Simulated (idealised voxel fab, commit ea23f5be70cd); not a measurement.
Title: Process Module voxel released beams
For reference, the cross-section in this document is cut, with width 245 nm and square cells of 5 nm.
In this document a cross-section is written as a grid of square cells. It is given as a series of bands, listed from the top down, and a band is one or more rows of cells. Basically the band line says how high the top is and how high the bottom is, in nm, and then what's in it from left to right, every material with its width in nm. Empty space shows up as "air", and if a single material carries "full width" it runs the full band edge to edge. Where do heights start? At 0: under that level the wafer as delivered is made of one material only. And the lowest band has no floor; it just carries on downward, as in "top 0, no bottom". A two-number width, for instance "30->40", indicates that the width is equal to the first number in the top row of the band and to the second number in the bottom row, and that it changes by a constant amount per row of cells. The cross-section has no changed cell in any step marked "all unchanged". The list in "Cavities, sealed" covers empty spaces of 8 cells or more that cannot reach the top through any open way, and it gives each as width x height at distance; the distance is from the left edge, and width, height and distance are in nm. Post-settings text on a step line: simulator's own remark regarding the step. The "overlay nm" setting may appear on a step's line; for a step that uses a mask, it gives how far to the right of its planned position the mask lay, and a negative value indicates the left.

The planned process steps are enumerated hereunder:
step 1: RECEIVE | material Si
step 2: CONFORMAL_DEP | material SiN | thk nm 5
step 3: DIRECTIONAL_DEP | material SiO2 | thk nm 10
step 4: DIRECTIONAL_DEP | material aC | thk nm 15
step 5: PATTERN | tone open | mask id ANCHOR | material resist | width nm 35 | thk nm 35 | overlay nm 0
step 6: DIRECTIONAL_ETCH | etch materials aC | depth nm 15
step 7: STRIP | etch materials resist
step 8: DIRECTIONAL_ETCH | etch materials SiO2 | depth nm 10
step 9: STRIP | etch materials aC
step 10: CONFORMAL_DEP | material polySi | thk nm 15
step 11: PATTERN | tone cover | mask id BEAM | material resist | width nm 110 | thk nm 15 | overlay nm 0
step 12: DIRECTIONAL_ETCH | etch materials polySi | depth nm 15
step 13: STRIP | etch materials resist
step 14: STRIP | etch materials SiO2

Concerning the first of two wafers, which was run in accordance with the plan:

This is the cross-section of the wafer as we received it, i.e. after step 1:
* top 0, no bottom  Si full width
* Cavities, sealed: none

The following cross-section depicts the wafer upon completion of step 2:
* top 5, bottom 0  SiN full width
* Everything below 0 is unchanged.

The following cross-section depicts the wafer upon completion of step 3:
* top 15, bottom 5  SiO2 full width
* Everything below 5 is unchanged.

The following cross-section depicts the wafer upon completion of step 4:
* top 30, bottom 15  aC full width
* Everything below 15 is unchanged.

The following cross-section depicts the wafer upon completion of step 5:
* top 65, bottom 30  70 nm resist | 35 nm air | 140 nm resist
* Everything below 30 is unchanged.

The following cross-section depicts the wafer upon completion of step 6:
* top 50, bottom 30  70 nm resist | 35 nm air | 140 nm resist
* top 30, bottom 15  70 nm aC | 35 nm air | 140 nm aC
* Everything below 15 is unchanged.

The following cross-section depicts the wafer upon completion of step 7:
* top 30, bottom 15  70 nm aC | 35 nm air | 140 nm aC
* Everything below 15 is unchanged.

The following cross-section depicts the wafer upon completion of step 8:
* top 30, bottom 15  70 nm aC | 35 nm air | 140 nm aC
* top 15, bottom 5  70 nm SiO2 | 35 nm air | 140 nm SiO2
* Everything below 5 is unchanged.

The following cross-section depicts the wafer upon completion of step 9:
* top 15, bottom 5  70 nm SiO2 | 35 nm air | 140 nm SiO2
* Everything below 5 is unchanged.

The following cross-section depicts the wafer upon completion of step 10:
* top 30, bottom 20  85 nm polySi | 5 nm air | 155 nm polySi
* top 20, bottom 15  polySi full width
* top 15, bottom 5  70 nm SiO2 | 35 nm polySi | 140 nm SiO2
* Everything below 5 is unchanged.

The following cross-section depicts the wafer upon completion of step 11:
* top 45, bottom 30  65 nm air | 110 nm resist | 70 nm air
* top 30, bottom 20  85 nm polySi | 5 nm resist | 155 nm polySi
* Everything below 20 is unchanged.

The following cross-section depicts the wafer upon completion of step 12:
* top 45, bottom 30  65 nm air | 110 nm resist | 70 nm air
* top 30, bottom 20  65 nm air | 20 nm polySi | 5 nm resist | 85 nm polySi | 70 nm air
* top 20, bottom 15  65 nm air | 110 nm polySi | 70 nm air
* Everything below 15 is unchanged.

The following cross-section depicts the wafer upon completion of step 13:
* top 30, bottom 20  65 nm air | 20 nm polySi | 5 nm air | 85 nm polySi | 70 nm air
* Everything below 20 is unchanged.

The following cross-section depicts the wafer upon completion of step 14:
* top 30, bottom 20  65 nm air | 20 nm polySi | 5 nm air | 85 nm polySi | 70 nm air
* top 20, bottom 15  65 nm air | 110 nm polySi | 70 nm air
* top 15, bottom 5  70 nm air | 35 nm polySi | 140 nm air
* Everything below 5 is unchanged.

Regarding the second of the two wafers: it shared the first wafer's starting condition and process plan, yet one error occurred during its execution. Its history coincides with that of the first wafer up to and including step 1:

Second wafer cross-section, taken as of the time the plan sets for step 2 to be done:
* top 10, bottom 0  SiO2 full width
* Everything below 0 is unchanged.

Second wafer cross-section, taken as of the time the plan sets for step 3 to be done:
* top 15, bottom 10  SiN full width
* Everything below 10 is unchanged.

Second wafer cross-section, taken as of the time the plan sets for step 4 to be done:
* top 30, bottom 15  aC full width
* Everything below 15 is unchanged.

Second wafer cross-section, taken as of the time the plan sets for step 5 to be done:
* top 65, bottom 30  70 nm resist | 35 nm air | 140 nm resist
* Everything below 30 is unchanged.

Second wafer cross-section, taken as of the time the plan sets for step 6 to be done:
* top 50, bottom 30  70 nm resist | 35 nm air | 140 nm resist
* top 30, bottom 15  70 nm aC | 35 nm air | 140 nm aC
* Everything below 15 is unchanged.

Second wafer cross-section, taken as of the time the plan sets for step 7 to be done:
* top 30, bottom 15  70 nm aC | 35 nm air | 140 nm aC
* Everything below 15 is unchanged.

Second wafer cross-section, taken as of the time the plan sets for step 8 to be done: all unchanged

Second wafer cross-section, taken as of the time the plan sets for step 9 to be done:
* top 15, bottom 10  SiN full width
* Everything below 10 is unchanged.

Second wafer cross-section, taken as of the time the plan sets for step 10 to be done:
* top 30, bottom 15  polySi full width
* Everything below 15 is unchanged.

Second wafer cross-section, taken as of the time the plan sets for step 11 to be done:
* top 45, bottom 30  65 nm air | 110 nm resist | 70 nm air
* Everything below 30 is unchanged.

Second wafer cross-section, taken as of the time the plan sets for step 12 to be done:
* top 45, bottom 30  65 nm air | 110 nm resist | 70 nm air
* top 30, bottom 15  65 nm air | 110 nm polySi | 70 nm air
* Everything below 15 is unchanged.

Second wafer cross-section, taken as of the time the plan sets for step 13 to be done:
* top 30, bottom 15  65 nm air | 110 nm polySi | 70 nm air
* Everything below 15 is unchanged.

Second wafer cross-section, taken as of the time the plan sets for step 14 to be done: all unchanged
Plan not followed: order of steps 2 and 3 inverted relative to the plan
Materials where the second wafer ends with more or fewer cells than the first: 98 more of SiO2; 12 fewer of polySi
